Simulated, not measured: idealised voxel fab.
Title: Process Module voxel self aligned vias
Section shown: cut. Width: 255 nm. Cell size: 5 nm, square.
When this document writes out a cross-section, it uses a grid of square cells and lists it as bands, beginning at the top and moving down, with a band standing for one or more rows of cells. Heights first: top, then bottom, in nm. Then materials, left to right, each with a width in nm. "full width" on a single material: fills the band edge to edge. "air": empty space. A quick word on heights: they are counted from 0, and under that level the wafer as it came to us is one material throughout. The lowest band is different from the rest in having no bottom; it simply continues downward, written as in "from 0 down". A two-number width, for instance "30 to 40", indicates that the width is equal to the first number in the top row of the band and to the second number in the bottom row, and that it changes by a constant amount per row of cells. Key: "left unchanged" - step with no changed cell in the cross-section. Each empty space that has no open way to the top and spans at least 8 cells appears under "Trapped voids" as width x height at distance, the distance counted from the left edge, all in nm. Post-settings text on a step line: simulator's own remark regarding the step. The optional step-line setting "overlay nm" applies to steps with a mask and quantifies how far to the right of its planned location the mask lay, a negative value indicating leftward placement.
## These are the steps we planned for the process
1 RECEIVE [material Si]
2 CONFORMAL_DEP [material SiO2] [thk nm 15]
3 CONFORMAL_DEP [material SiCN] [thk nm 5]
4 DIRECTIONAL_DEP [material SiO2] [thk nm 30]
5 MASKED_ETCH [tone open] [mask id LINES] [width nm 25] [pitch nm 65] [etch materials SiO2] [depth nm 30] [overlay nm 0]
6 CONFORMAL_DEP [material TiN] [thk nm 5]
7 FILL_DEP [material W] [thk nm 5]
8 CMP [height nm 50]
9 SELECTIVE_ETCH [etch materials W Ru TiN] [depth nm 5]
10 FILL_DEP [material SiN] [thk nm 10]
11 CMP [height nm 50]
12 DIRECTIONAL_DEP [material SiO2] [thk nm 20]
13 MASKED_ETCH [tone open] [mask id VIAS] [width nm 45] [pitch nm 65] [etch materials SiO2] [depth nm 20] [overlay nm 0]
14 MASKED_ETCH [tone open] [mask id VIAS] [width nm 45] [pitch nm 65] [etch materials SiN] [depth nm 5] [overlay nm 0]
15 CONFORMAL_DEP [material TiN] [thk nm 5]
16 FILL_DEP [material Cu] [thk nm 5]
17 CMP [height nm 70]
18 CONFORMAL_DEP [material SiCN] [thk nm 5]
## Received-state cross-section, reflecting completion of step 1
    from 0 down  Si full width
    Trapped voids: none
## Wafer cross-section at end of module: start and plan as shown above, one execution error
    from 75 to 70  SiCN full width
    from 70 to 55  40 nm SiO2 | 5 nm TiN | 35 nm Cu | 5 nm TiN | 20 nm SiO2 | 5 nm TiN | 35 nm Cu | 5 nm TiN | 20 nm SiO2 | 5 nm TiN | 35 nm Cu | 5 nm TiN | 40 nm SiO2
    from 55 to 50  40 nm SiO2 | 15 nm TiN | 15 nm Cu | 15 nm TiN | 20 nm SiO2 | 15 nm TiN | 15 nm Cu | 15 nm TiN | 20 nm SiO2 | 15 nm TiN | 15 nm Cu | 15 nm TiN | 40 nm SiO2
    from 50 to 45  50 nm SiO2 | 25 nm TiN | 40 nm SiO2 | 25 nm TiN | 40 nm SiO2 | 25 nm TiN | 50 nm SiO2
    from 45 to 40  50 nm SiO2 | 5 nm TiN | 15 nm W | 5 nm TiN | 40 nm SiO2 | 5 nm TiN | 15 nm W | 5 nm TiN | 40 nm SiO2 | 5 nm TiN | 15 nm W | 5 nm TiN | 50 nm SiO2
    from 40 to 35  50 nm SiO2 | 25 nm TiN | 40 nm SiO2 | 25 nm TiN | 40 nm SiO2 | 25 nm TiN | 50 nm SiO2
    from 35 to 30  SiCN full width
    from 30 to 0  SiO2 full width
    from 0 down  Si full width
    Trapped voids: none
Want to know what went wrong? step 2 of the plan was executed twice over
